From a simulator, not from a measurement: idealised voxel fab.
The following process module bears the name voxel trench capacitor.
Displayed cross-section: cut, width of 165 nm, square cells sized 5 nm.
A cross-section in this document is a grid of square cells, and it is written down as bands, the top band listed before the ones below it; a band is made up of one or more rows of cells.
Look at the band entry: it leads with the top's height and the bottom's height in nm. Then it lists the materials left to right, with a width in nm for each. The word "everywhere" on a single material says that material fills the band edge to edge. The word "empty" is empty space.
Measure heights from 0. That's the level where, below it, the as-received wafer is all one material. The lowest band is bottomless and extends downward; write it as in "z 0 and below".
It should be noted that a width expressed as "30->40" varies in equal increments from row to row of cells within the band, taking the value of the first number at the top row and that of the second number at the bottom row.
When a step is marked "nothing changed", none of the cells in the cross-section changed during that step.
Any empty space of 8 cells or more lacking an open way to the top shows up in "Closed void catalog" as width x height at distance, distance from the left edge, in nm.
Read whatever lies past the settings on a step's line as the simulator's own remark about the step.
Regarding "overlay nm": on a step with a mask, it is the distance the mask lay to the right of its planned place; a negative value places it to the left.
-- Steps in the process plan
- 1: RECEIVE with material Si
- 2: CONFORMAL_DEP with material SiN, thk nm 5
- 3: PATTERN with tone open, mask id TRENCH, material resist, width nm 20, pitch nm 45, thk nm 15, overlay nm -15
- 4: DIRECTIONAL_ETCH with etch materials SiN, depth nm 5
- 5: DIRECTIONAL_ETCH with etch materials Si, depth nm 25
- 6: STRIP with etch materials resist
- 7: CONFORMAL_DEP with material SiO2, thk nm 5
- 8: FILL_DEP with material polySi, thk nm 10
- 9: CMP with height nm 5
varied across the wafers: overlay nm of step 3. The plan shows the first wafer's value. All wafers start alike
-- Cross-section, first of several wafers, as delivered after step 1
- z 0 and below  Si everywhere
- Closed void catalog: none
-- First of several wafers in cross-section at module end, following the final step, step 9
- z 5 to 0  SiN: 35 / SiO2: 5 / polySi: 10 / SiO2: 5 / SiN: 25 / SiO2: 5 / polySi: 10 / SiO2: 5 / SiN: 65
- z 0 to -20  Si: 35 / SiO2: 5 / polySi: 10 / SiO2: 5 / Si: 25 / SiO2: 5 / polySi: 10 / SiO2: 5 / Si: 65
- z -20 to -25  Si: 35 / SiO2: 20 / Si: 25 / SiO2: 20 / Si: 65
- z -25 and below  Si everywhere
- Closed void catalog: none
-- Cross-section, last wafer, module completion
- z 5 to 0  SiN: 65 / SiO2: 5 / polySi: 10 / SiO2: 5 / SiN: 25 / SiO2: 5 / polySi: 10 / SiO2: 5 / SiN: 35
- z 0 to -20  Si: 65 / SiO2: 5 / polySi: 10 / SiO2: 5 / Si: 25 / SiO2: 5 / polySi: 10 / SiO2: 5 / Si: 35
- z -20 to -25  Si: 65 / SiO2: 20 / Si: 25 / SiO2: 20 / Si: 35
- z -25 and below  Si everywhere
- Closed void catalog: none
-- End of module, by wafer: material-by-material cell gain (+) or loss (-) since receipt, then closed voids
overlay nm -15; -40 Si; +25 SiN; +28 SiO2; +20 polySi; Closed void catalog: none
overlay nm -10; -40 Si; +25 SiN; +28 SiO2; +20 polySi; Closed void catalog: none
overlay nm -5; -40 Si; +25 SiN; +28 SiO2; +20 polySi; Closed void catalog: none
overlay nm 0; -40 Si; +25 SiN; +28 SiO2; +20 polySi; Closed void catalog: none
overlay nm 5; -40 Si; +25 SiN; +28 SiO2; +20 polySi; Closed void catalog: none
overlay nm 10; -40 Si; +25 SiN; +28 SiO2; +20 polySi; Closed void catalog: none
overlay nm 15; -40 Si; +25 SiN; +28 SiO2; +20 polySi; Closed void catalog: none
